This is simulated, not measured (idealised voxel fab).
Herein follows the process module entitled voxel self aligned contacts.
The figure presents cross-section cut, which has a width of 210 nm and is divided into square cells with an edge length of 5 nm.
A cross-section is a grid of square cells, given in bands from the top down. A band is one or more rows of cells.
Look at the band entry: it leads with the top's height and the bottom's height in nm. Then it lists the materials left to right, with a width in nm for each. The word "throughout" on a single material says that material fills the band edge to edge. The word "blank" is empty space.
Height 0 is the level under which the wafer as received is all one material. The lowest band goes on downwards, as in "z 0 and below".
A two-number width, for instance "30..40", indicates that the width is equal to the first number in the top row of the band and to the second number in the bottom row, and that it changes by a constant amount per row of cells.
The designation "nothing changed", where it is given for a processing step, indicates that no cell of the cross-section was altered in the course of that step.
Each empty space that has no open way to the top and spans at least 8 cells appears under "Closed void list" as width x height at distance, the distance counted from the left edge, all in nm.
It should be noted that, on the line of a given step, the content following the step's settings is a remark produced by the simulator itself with respect to that step.
You can add "overlay nm" to a step's line. For a step with a mask, it describes how far the mask lay to the right of its planned position, and a negative number describes a lay to the left.

BELOW IS THE LIST OF PLANNED PROCESS STEPS
1) RECEIVE (material Si)
2) CONFORMAL_DEP (material SiO2; thk nm 5)
3) DIRECTIONAL_DEP (material polySi; thk nm 30)
4) DIRECTIONAL_DEP (material SiN; thk nm 15)
5) MASKED_ETCH (tone cover; mask id GATE; width nm 30; pitch nm 55; etch materials SiN; depth nm 15; overlay nm 0)
6) MASKED_ETCH (tone cover; mask id GATE; width nm 30; pitch nm 55; etch materials polySi; depth nm 30; overlay nm 0)
7) CONFORMAL_DEP (material SiN; thk nm 5)
8) DIRECTIONAL_ETCH (etch materials SiN; depth nm 5)
9) FILL_DEP (material SiO2; thk nm 20)
10) CMP (height nm 60)
11) MASKED_ETCH (tone open; mask id CONTACT; width nm 35; etch materials SiO2; depth nm 60; overlay nm 0)
12) CONFORMAL_DEP (material TiN; thk nm 5)
13) FILL_DEP (material Ru; thk nm 5)
14) CMP (height nm 60)
15) CONFORMAL_DEP (material SiCN; thk nm 5)

CROSS-SECTION OF THE WAFER AT RECEIPT, WHICH IS THE CONDITION AFTER STEP 1
- z 0 and below = Si throughout
- Closed void list: none

WHAT THE WAFER LOOKS LIKE IN CROSS-SECTION AFTER THIS MODULE, WHEN IT STARTS AS SHOWN ABOVE AND FOLLOWS THE PLAN ABOVE BUT ONE MISTAKE IS MADE IN RUNNING IT
- z 65 to 60 = SiCN throughout
- z 60 to 50 = 85 SiO2; 5..15 TiN; 25..5 Ru; 5..15 TiN; 90 SiO2
- z 50 to 40 = 55 SiO2; 40 SiN; 5 TiN; 5 Ru; 5 TiN; 40 SiN; 60 SiO2
- z 40 to 35 = 55 SiO2; 40 SiN; 15 TiN; 40 SiN; 60 SiO2
- z 35 to 5 = 50 SiO2; 5 SiN; 40 polySi; 5 SiN; 5 TiN; 5 SiN; 40 polySi; 5 SiN; 55 SiO2
- z 5 to 0 = 100 SiO2; 5 TiN; 105 SiO2
- z 0 and below = Si throughout
- Closed void list: none
The plan and the run diverged here: step 6 deviated from plan and actually ran as MASKED_ETCH (tone cover; mask id GATE; width nm 40; pitch nm 55; etch materials polySi; depth nm 30; overlay nm 0)
